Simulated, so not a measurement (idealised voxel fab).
Process module, titled voxel wiring stack
FYI the section here is cut, 295 nm wide, cells are 5 nm squares.
A cross-section is a grid of square cells, given in bands from the top down. A band is one or more rows of cells.
Heights first: top, then bottom, in nm. Then materials, left to right, each with a width in nm. "everywhere" on a single material: fills the band edge to edge. "air": empty space.
The level at which height equals 0 is the one under which the wafer, as it arrives, is entirely one material. No lower edge exists for the bottom band, which continues downward and is notated as in "0..down".
When a width is written as two numbers, as in "30 to 40", the first number is the width in the top row of cells of the band and the second is the width in its bottom row, and the width changes by the same amount from each row to the next.
You'll sometimes find "remained the same" written for a step, and that's the way of saying that nowhere in the cross-section did a cell change during that step.
Empty spaces without an open route to the top, at least 8 cells in extent, make up the entry "Enclosed void listing"; each is given as width x height at distance, where the distance is measured from the left edge, and all are in nm.
Formally, on a step line, whatever follows the settings is a remark that the simulator itself makes on the step.
"overlay nm" answers the question of how far to the right of plan the mask lay on a step that has a mask, and when it is negative the answer is to the left.
Structure of the following material. The material consists of pairs of cross-sections. Each pair comprises the cross-section before one process step and the cross-section after that step, the latter shown only down to the lowest band that changed. The step between the cross-sections is specified beneath each pair, including its settings. Pairs are not necessarily consecutive: they may derive from different runs of this module performed on the same starting wafer. Continuity with the pair above is to be assumed only where the entry headed "State before" of the pair in question states it.

### State before
> 80..65: SiN everywhere
> 65..60: SiCN everywhere
> 60..45: 110 of lowk, then 15 of Ru, then 170 of lowk
> 45..40: 110 of SiCN, then 15 of Ru, then 170 of SiCN
> 40..15: 110 of lowk, then 5 of TiN, then 15 of Cu, then 5 of TiN, then 20 of lowk, then 5 of TiN, then 15 of Cu, then 5 of TiN, then 115 of lowk
> 15..10: 110 of SiCN, then 25 of TiN, then 20 of SiCN, then 25 of TiN, then 115 of SiCN
> 10..0: SiO2 everywhere
> 0..down: Si everywhere
> Enclosed void listing: none

### As Processed
> 85..80: TiN everywhere
> Below 80 it's all the same as before, nothing changed down there.
> Enclosed void listing: none
What was done to get from the upper cross-section to the lower one? CONFORMAL_DEP with material TiN, thk nm 5

State before: the cross-section after the pair above

### As Processed
> 90..85: Ru everywhere
> Below 85 it's all the same as before, nothing changed down there.
> Enclosed void listing: none
What was done to get from the upper cross-section to the lower one? FILL_DEP with material Ru, thk nm 5

State before: the cross-section after the pair above

### As Processed
> 80..65: SiN everywhere
> Below 65 it's all the same as before, nothing changed down there.
> Enclosed void listing: none
What was done to get from the upper cross-section to the lower one? CMP with height nm 80

State before: the cross-section after the pair above

### As Processed
> 85..80: SiCN everywhere
> Below 80 it's all the same as before, nothing changed down there.
> Enclosed void listing: none
What was done to get from the upper cross-section to the lower one? CONFORMAL_DEP with material SiCN, thk nm 5

State before: the cross-section after the pair above

### As Processed
> 105..85: SiO2 everywhere
> Below 85 it's all the same as before, nothing changed down there.
> Enclosed void listing: none
What was done to get from the upper cross-section to the lower one? DIRECTIONAL_DEP with material SiO2, thk nm 20

State before: the cross-section after the pair above

### As Processed
> 125..105: 110 of resist, then 15 of air, then 170 of resist
> Below 105 it's all the same as before, nothing changed down there.
> Enclosed void listing: none
What was done to get from the upper cross-section to the lower one? PATTERN with tone open, mask id PLUG_2, material resist, width nm 15, thk nm 20, overlay nm 0

State before: the cross-section after the pair above

### As Processed
> 125..105: 110 of resist, then 15 of air, then 170 of resist
> 105..85: 110 of SiO2, then 15 of air, then 170 of SiO2
> Below 85 it's all the same as before, nothing changed down there.
> Enclosed void listing: none
What was done to get from the upper cross-section to the lower one? DIRECTIONAL_ETCH with etch materials SiO2, depth nm 20

State before: the cross-section after the pair above

### As Processed
> 125..105: 110 of resist, then 15 of air, then 170 of resist
> 105..85: 110 of SiO2, then 15 of air, then 170 of SiO2
> 85..80: 110 of SiCN, then 15 of air, then 170 of SiCN
> Below 80 it's all the same as before, nothing changed down there.
> Enclosed void listing: none
What was done to get from the upper cross-section to the lower one? DIRECTIONAL_ETCH with etch materials SiCN, depth nm 5

State before: the cross-section after the pair above

### As Processed
> 105..85: 110 of SiO2, then 15 of air, then 170 of SiO2
> Below 85 it's all the same as before, nothing changed down there.
> Enclosed void listing: none
What was done to get from the upper cross-section to the lower one? STRIP with etch materials resist

State before: the cross-section after the pair above

### As Processed
> 110..105: 115 of TiN, then 5 of air, then 175 of TiN
> 105..85: 110 of SiO2, then 5 of TiN, then 5 of air, then 5 of TiN, then 170 of SiO2
> 85..80: 110 of SiCN, then 15 of TiN, then 170 of SiCN
> Below 80 it's all the same as before, nothing changed down there.
> Enclosed void listing: none
What was done to get from the upper cross-section to the lower one? CONFORMAL_DEP with material TiN, thk nm 5

State before: the cross-section after the pair above

### As Processed
> 115..110: Cu everywhere
> 110..105: 115 of TiN, then 5 of Cu, then 175 of TiN
> 105..85: 110 of SiO2, then 5 of TiN, then 5 of Cu, then 5 of TiN, then 170 of SiO2
> Below 85 it's all the same as before, nothing changed down there.
> Enclosed void listing: none
What was done to get from the upper cross-section to the lower one? FILL_DEP with material Cu, thk nm 5

State before: the cross-section after the pair above

### As Processed
> 105..85: 110 of SiO2, then 5 of TiN, then 5 of Cu, then 5 of TiN, then 170 of SiO2
> Below 85 it's all the same as before, nothing changed down there.
> Enclosed void listing: none
What was done to get from the upper cross-section to the lower one? CMP with height nm 105

State before: the cross-section after the pair above

### As Processed
> 110..105: TiN everywhere
> Below 105 it's all the same as before, nothing changed down there.
> Enclosed void listing: none
What was done to get from the upper cross-section to the lower one? DIRECTIONAL_DEP with material TiN, thk nm 5

State before: the cross-section after the pair above

### As Processed
> 135..110: Ru everywhere
> Below 110 it's all the same as before, nothing changed down there.
> Enclosed void listing: none
What was done to get from the upper cross-section to the lower one? DIRECTIONAL_DEP with material Ru, thk nm 25

State before: the cross-section after the pair above

### As Processed
> 145..135: aC everywhere
> Below 135 it's all the same as before, nothing changed down there.
> Enclosed void listing: none
What was done to get from the upper cross-section to the lower one? DIRECTIONAL_DEP with material aC, thk nm 10

State before: the cross-section after the pair above

### As Processed
> 170..145: 110 of air, then 25 of resist, then 20 of air, then 25 of resist, then 115 of air
> Below 145 it's all the same as before, nothing changed down there.
> Enclosed void listing: none
What was done to get from the upper cross-section to the lower one? PATTERN with tone cover, mask id METAL_3, material resist, width nm 25, pitch nm 45, thk nm 25, overlay nm 0

State before: the cross-section after the pair above

### As Processed
> 160..145: 110 of air, then 25 of resist, then 20 of air, then 25 of resist, then 115 of air
> 145..135: 110 of air, then 25 of aC, then 20 of air, then 25 of aC, then 115 of air
> Below 135 it's all the same as before, nothing changed down there.
> Enclosed void listing: none
What was done to get from the upper cross-section to the lower one? DIRECTIONAL_ETCH with etch materials aC, depth nm 10

State before: the cross-section after the pair above

### As Processed
> 145..135: 110 of air, then 25 of aC, then 20 of air, then 25 of aC, then 115 of air
> Below 135 it's all the same as before, nothing changed down there.
> Enclosed void listing: none
What was done to get from the upper cross-section to the lower one? STRIP with etch materials resist

State before: the cross-section after the pair above

### As Processed
> 145..135: 110 of air, then 25 of aC, then 20 of air, then 25 of aC, then 115 of air
> 135..110: 110 of air, then 25 of Ru, then 20 of air, then 25 of Ru, then 115 of air
> Below 110 it's all the same as before, nothing changed down there.
> Enclosed void listing: none
What was done to get from the upper cross-section to the lower one? DIRECTIONAL_ETCH with etch materials Ru, depth nm 25

State before: the cross-section after the pair above

### As Processed
> 145..135: 110 of air, then 25 of aC, then 20 of air, then 25 of aC, then 115 of air
> 135..110: 110 of air, then 25 of Ru, then 20 of air, then 25 of Ru, then 115 of air
> 110..105: 110 of air, then 25 of TiN, then 20 of air, then 25 of TiN, then 115 of air
> Below 105 it's all the same as before, nothing changed down there.
> Enclosed void listing: none
What was done to get from the upper cross-section to the lower one? DIRECTIONAL_ETCH with etch materials TiN, depth nm 5

State before: the cross-section after the pair above

### As Processed
> 135..110: 110 of air, then 25 of Ru, then 20 of air, then 25 of Ru, then 115 of air
> Below 110 it's all the same as before, nothing changed down there.
> Enclosed void listing: none
What was done to get from the upper cross-section to the lower one? STRIP with etch materials aC

State before: the cross-section after the pair above

### As Processed
> 140..135: 105 of air, then 35 of SiN, then 10 of air, then 35 of SiN, then 110 of air
> 135..110: 105 of air, then 5 of SiN, then 25 of Ru, then 5 of SiN, then 10 of air, then 5 of SiN, then 25 of Ru, then 5 of SiN, then 110 of air
> 110..105: 110 of SiN, then 25 of TiN, then 20 of SiN, then 25 of TiN, then 115 of SiN
> Below 105 it's all the same as before, nothing changed down there.
> Enclosed void listing: none
What was done to get from the upper cross-section to the lower one? CONFORMAL_DEP with material SiN, thk nm 5

State before: the cross-section after the pair above

### As Processed
> 145..140: SiO2 everywhere
> 140..135: 105 of SiO2, then 35 of SiN, then 10 of SiO2, then 35 of SiN, then 110 of SiO2
> 135..110: 105 of SiO2, then 5 of SiN, then 25 of Ru, then 5 of SiN, then 10 of SiO2, then 5 of SiN, then 25 of Ru, then 5 of SiN, then 110 of SiO2
> Below 110 it's all the same as before, nothing changed down there.
> Enclosed void listing: none
What was done to get from the upper cross-section to the lower one? FILL_DEP with material SiO2, thk nm 5

State before: the cross-section after the pair above

### As Processed
> 135..110: 105 of SiO2, then 5 of SiN, then 25 of Ru, then 5 of SiN, then 10 of SiO2, then 5 of SiN, then 25 of Ru, then 5 of SiN, then 110 of SiO2
> Below 110 it's all the same as before, nothing changed down there.
> Enclosed void listing: none
What was done to get from the upper cross-section to the lower one? CMP with height nm 135

State before: the cross-section after the pair above

### As Processed
> 140..135: SiN everywhere
> Below 135 it's all the same as before, nothing changed down there.
> Enclosed void listing: none
What was done to get from the upper cross-section to the lower one? CONFORMAL_DEP with material SiN, thk nm 5

### State before
> 80..65: lowk everywhere
> 65..60: SiCN everywhere
> 60..45: 110 of lowk, then 15 of Ru, then 170 of lowk
> 45..40: 110 of SiCN, then 15 of Ru, then 170 of SiCN
> 40..15: 110 of lowk, then 5 of TiN, then 15 of Cu, then 5 of TiN, then 20 of lowk, then 5 of TiN, then 15 of Cu, then 5 of TiN, then 115 of lowk
> 15..10: 110 of SiCN, then 25 of TiN, then 20 of SiCN, then 25 of TiN, then 115 of SiCN
> 10..0: SiO2 everywhere
> 0..down: Si everywhere
> Enclosed void listing: none

### As Processed
> 100..80: 110 of air, then 25 of resist, then 20 of air, then 25 of resist, then 115 of air
> Below 80 it's all the same as before, nothing changed down there.
> Enclosed void listing: none
What was done to get from the upper cross-section to the lower one? PATTERN with tone cover, mask id METAL_2, material resist, width nm 25, pitch nm 45, thk nm 20, overlay nm 0

State before: the cross-section after the pair above

### As Processed
> 100..80: 110 of air, then 25 of resist, then 20 of air, then 25 of resist, then 115 of air
> 80..65: 110 of air, then 25 of lowk, then 20 of air, then 25 of lowk, then 115 of air
> Below 65 it's all the same as before, nothing changed down there.
> Enclosed void listing: none
What was done to get from the upper cross-section to the lower one? DIRECTIONAL_ETCH with etch materials lowk, depth nm 15

State before: the cross-section after the pair above

### As Processed
> 100..80: 110 of air, then 25 of resist, then 20 of air, then 25 of resist, then 115 of air
> 80..65: 110 of air, then 25 of lowk, then 20 of air, then 25 of lowk, then 115 of air
> 65..60: 110 of air, then 25 of SiCN, then 20 of air, then 25 of SiCN, then 115 of air
> Below 60 it's all the same as before, nothing changed down there.
> Enclosed void listing: none
What was done to get from the upper cross-section to the lower one? DIRECTIONAL_ETCH with etch materials SiCN, depth nm 5

State before: the cross-section after the pair above

### As Processed
> 80..65: 110 of air, then 25 of lowk, then 20 of air, then 25 of lowk, then 115 of air
> Below 65 it's all the same as before, nothing changed down there.
> Enclosed void listing: none
What was done to get from the upper cross-section to the lower one? STRIP with etch materials resist

State before: the cross-section after the pair above

### As Processed
> 85..80: 105 of air, then 35 of TiN, then 10 of air, then 35 of TiN, then 110 of air
> 80..65: 105 of air, then 5 of TiN, then 25 of lowk, then 5 of TiN, then 10 of air, then 5 of TiN, then 25 of lowk, then 5 of TiN, then 110 of air
> 65..60: 110 of TiN, then 25 of SiCN, then 20 of TiN, then 25 of SiCN, then 115 of TiN
> Below 60 it's all the same as before, nothing changed down there.
> Enclosed void listing: none
What was done to get from the upper cross-section to the lower one? CONFORMAL_DEP with material TiN, thk nm 5

State before: the cross-section after the pair above

### As Processed
> 90..85: Ru everywhere
> 85..80: 105 of Ru, then 35 of TiN, then 10 of Ru, then 35 of TiN, then 110 of Ru
> 80..65: 105 of Ru, then 5 of TiN, then 25 of lowk, then 5 of TiN, then 10 of Ru, then 5 of TiN, then 25 of lowk, then 5 of TiN, then 110 of Ru
> Below 65 it's all the same as before, nothing changed down there.
> Enclosed void listing: none
What was done to get from the upper cross-section to the lower one? FILL_DEP with material Ru, thk nm 5

State before: the cross-section after the pair above

### As Processed
> 80..65: 105 of Ru, then 5 of TiN, then 25 of lowk, then 5 of TiN, then 10 of Ru, then 5 of TiN, then 25 of lowk, then 5 of TiN, then 110 of Ru
> Below 65 it's all the same as before, nothing changed down there.
> Enclosed void listing: none
What was done to get from the upper cross-section to the lower one? CMP with height nm 80

State before: the cross-section after the pair above

### As Processed
> 85..80: SiCN everywhere
> Below 80 it's all the same as before, nothing changed down there.
> Enclosed void listing: none
What was done to get from the upper cross-section to the lower one? CONFORMAL_DEP with material SiCN, thk nm 5

State before: the cross-section after the pair above

### As Processed
> 105..85: SiO2 everywhere
> Below 85 it's all the same as before, nothing changed down there.
> Enclosed void listing: none
What was done to get from the upper cross-section to the lower one? DIRECTIONAL_DEP with material SiO2, thk nm 20

State before: the cross-section after the pair above

### As Processed
> 125..105: 110 of resist, then 15 of air, then 170 of resist
> Below 105 it's all the same as before, nothing changed down there.
> Enclosed void listing: none
What was done to get from the upper cross-section to the lower one? PATTERN with tone open, mask id PLUG_2, material resist, width nm 15, thk nm 20, overlay nm 0

State before: the cross-section after the pair above

### As Processed
> 125..105: 110 of resist, then 15 of air, then 170 of resist
> 105..85: 110 of SiO2, then 15 of air, then 170 of SiO2
> Below 85 it's all the same as before, nothing changed down there.
> Enclosed void listing: none
What was done to get from the upper cross-section to the lower one? DIRECTIONAL_ETCH with etch materials SiO2, depth nm 20

State before: the cross-section after the pair above

### As Processed
> 125..105: 110 of resist, then 15 of air, then 170 of resist
> 105..85: 110 of SiO2, then 15 of air, then 170 of SiO2
> 85..80: 110 of SiCN, then 15 of air, then 170 of SiCN
> Below 80 it's all the same as before, nothing changed down there.
> Enclosed void listing: none
What was done to get from the upper cross-section to the lower one? DIRECTIONAL_ETCH with etch materials SiCN, depth nm 5

State before: the cross-section after the pair above

### As Processed
> 105..85: 110 of SiO2, then 15 of air, then 170 of SiO2
> Below 85 it's all the same as before, nothing changed down there.
> Enclosed void listing: none
What was done to get from the upper cross-section to the lower one? STRIP with etch materials resist

State before: the cross-section after the pair above

### As Processed
> 110..105: 115 of TiN, then 5 of air, then 175 of TiN
> 105..85: 110 of SiO2, then 5 of TiN, then 5 of air, then 5 of TiN, then 170 of SiO2
> 85..80: 110 of SiCN, then 15 of TiN, then 170 of SiCN
> Below 80 it's all the same as before, nothing changed down there.
> Enclosed void listing: none
What was done to get from the upper cross-section to the lower one? CONFORMAL_DEP with material TiN, thk nm 5

State before: the cross-section after the pair above

### As Processed
> 115..110: Cu everywhere
> 110..105: 115 of TiN, then 5 of Cu, then 175 of TiN
> 105..85: 110 of SiO2, then 5 of TiN, then 5 of Cu, then 5 of TiN, then 170 of SiO2
> Below 85 it's all the same as before, nothing changed down there.
> Enclosed void listing: none
What was done to get from the upper cross-section to the lower one? FILL_DEP with material Cu, thk nm 5

State before: the cross-section after the pair above

### As Processed
> 105..85: 110 of SiO2, then 5 of TiN, then 5 of Cu, then 5 of TiN, then 170 of SiO2
> Below 85 it's all the same as before, nothing changed down there.
> Enclosed void listing: none
What was done to get from the upper cross-section to the lower one? CMP with height nm 105

State before: the cross-section after the pair above

### As Processed
> 110..105: TiN everywhere
> Below 105 it's all the same as before, nothing changed down there.
> Enclosed void listing: none
What was done to get from the upper cross-section to the lower one? DIRECTIONAL_DEP with material TiN, thk nm 5

State before: the cross-section after the pair above

### As Processed
> 135..110: Ru everywhere
> Below 110 it's all the same as before, nothing changed down there.
> Enclosed void listing: none
What was done to get from the upper cross-section to the lower one? DIRECTIONAL_DEP with material Ru, thk nm 25

State before: the cross-section after the pair above

### As Processed
> 145..135: aC everywhere
> Below 135 it's all the same as before, nothing changed down there.
> Enclosed void listing: none
What was done to get from the upper cross-section to the lower one? DIRECTIONAL_DEP with material aC, thk nm 10

State before: the cross-section after the pair above

### As Processed
> 170..145: 110 of air, then 25 of resist, then 20 of air, then 25 of resist, then 115 of air
> Below 145 it's all the same as before, nothing changed down there.
> Enclosed void listing: none
What was done to get from the upper cross-section to the lower one? PATTERN with tone cover, mask id METAL_3, material resist, width nm 25, pitch nm 45, thk nm 25, overlay nm 0

State before: the cross-section after the pair above

### As Processed
> 160..145: 110 of air, then 25 of resist, then 20 of air, then 25 of resist, then 115 of air
> 145..135: 110 of air, then 25 of aC, then 20 of air, then 25 of aC, then 115 of air
> Below 135 it's all the same as before, nothing changed down there.
> Enclosed void listing: none
What was done to get from the upper cross-section to the lower one? DIRECTIONAL_ETCH with etch materials aC, depth nm 10

State before: the cross-section after the pair above

### As Processed
> 145..135: 110 of air, then 25 of aC, then 20 of air, then 25 of aC, then 115 of air
> Below 135 it's all the same as before, nothing changed down there.
> Enclosed void listing: none
What was done to get from the upper cross-section to the lower one? STRIP with etch materials resist

State before: the cross-section after the pair above

### As Processed
> 145..135: 110 of air, then 25 of aC, then 20 of air, then 25 of aC, then 115 of air
> 135..110: 110 of air, then 25 of Ru, then 20 of air, then 25 of Ru, then 115 of air
> Below 110 it's all the same as before, nothing changed down there.
> Enclosed void listing: none
What was done to get from the upper cross-section to the lower one? DIRECTIONAL_ETCH with etch materials Ru, depth nm 25

State before: the cross-section after the pair above

### As Processed
> 145..135: 110 of air, then 25 of aC, then 20 of air, then 25 of aC, then 115 of air
> 135..110: 110 of air, then 25 of Ru, then 20 of air, then 25 of Ru, then 115 of air
> 110..105: 110 of air, then 25 of TiN, then 20 of air, then 25 of TiN, then 115 of air
> Below 105 it's all the same as before, nothing changed down there.
> Enclosed void listing: none
What was done to get from the upper cross-section to the lower one? DIRECTIONAL_ETCH with etch materials TiN, depth nm 5

State before: the cross-section after the pair above

### As Processed
> 135..110: 110 of air, then 25 of Ru, then 20 of air, then 25 of Ru, then 115 of air
> Below 110 it's all the same as before, nothing changed down there.
> Enclosed void listing: none
What was done to get from the upper cross-section to the lower one? STRIP with etch materials aC

State before: the cross-section after the pair above

### As Processed
> 140..135: 105 of air, then 35 of SiN, then 10 of air, then 35 of SiN, then 110 of air
> 135..110: 105 of air, then 5 of SiN, then 25 of Ru, then 5 of SiN, then 10 of air, then 5 of SiN, then 25 of Ru, then 5 of SiN, then 110 of air
> 110..105: 110 of SiN, then 25 of TiN, then 20 of SiN, then 25 of TiN, then 115 of SiN
> Below 105 it's all the same as before, nothing changed down there.
> Enclosed void listing: none
What was done to get from the upper cross-section to the lower one? CONFORMAL_DEP with material SiN, thk nm 5

State before: the cross-section after the pair above

### As Processed
> 145..140: SiO2 everywhere
> 140..135: 105 of SiO2, then 35 of SiN, then 10 of SiO2, then 35 of SiN, then 110 of SiO2
> 135..110: 105 of SiO2, then 5 of SiN, then 25 of Ru, then 5 of SiN, then 10 of SiO2, then 5 of SiN, then 25 of Ru, then 5 of SiN, then 110 of SiO2
> Below 110 it's all the same as before, nothing changed down there.
> Enclosed void listing: none
What was done to get from the upper cross-section to the lower one? FILL_DEP with material SiO2, thk nm 5

State before: the cross-section after the pair above

### As Processed
> 135..110: 105 of SiO2, then 5 of SiN, then 25 of Ru, then 5 of SiN, then 10 of SiO2, then 5 of SiN, then 25 of Ru, then 5 of SiN, then 110 of SiO2
> Below 110 it's all the same as before, nothing changed down there.
> Enclosed void listing: none
What was done to get from the upper cross-section to the lower one? CMP with height nm 135

State before: the cross-section after the pair above

### As Processed
> 140..135: SiN everywhere
> Below 135 it's all the same as before, nothing changed down there.
> Enclosed void listing: none
What was done to get from the upper cross-section to the lower one? CONFORMAL_DEP with material SiN, thk nm 5
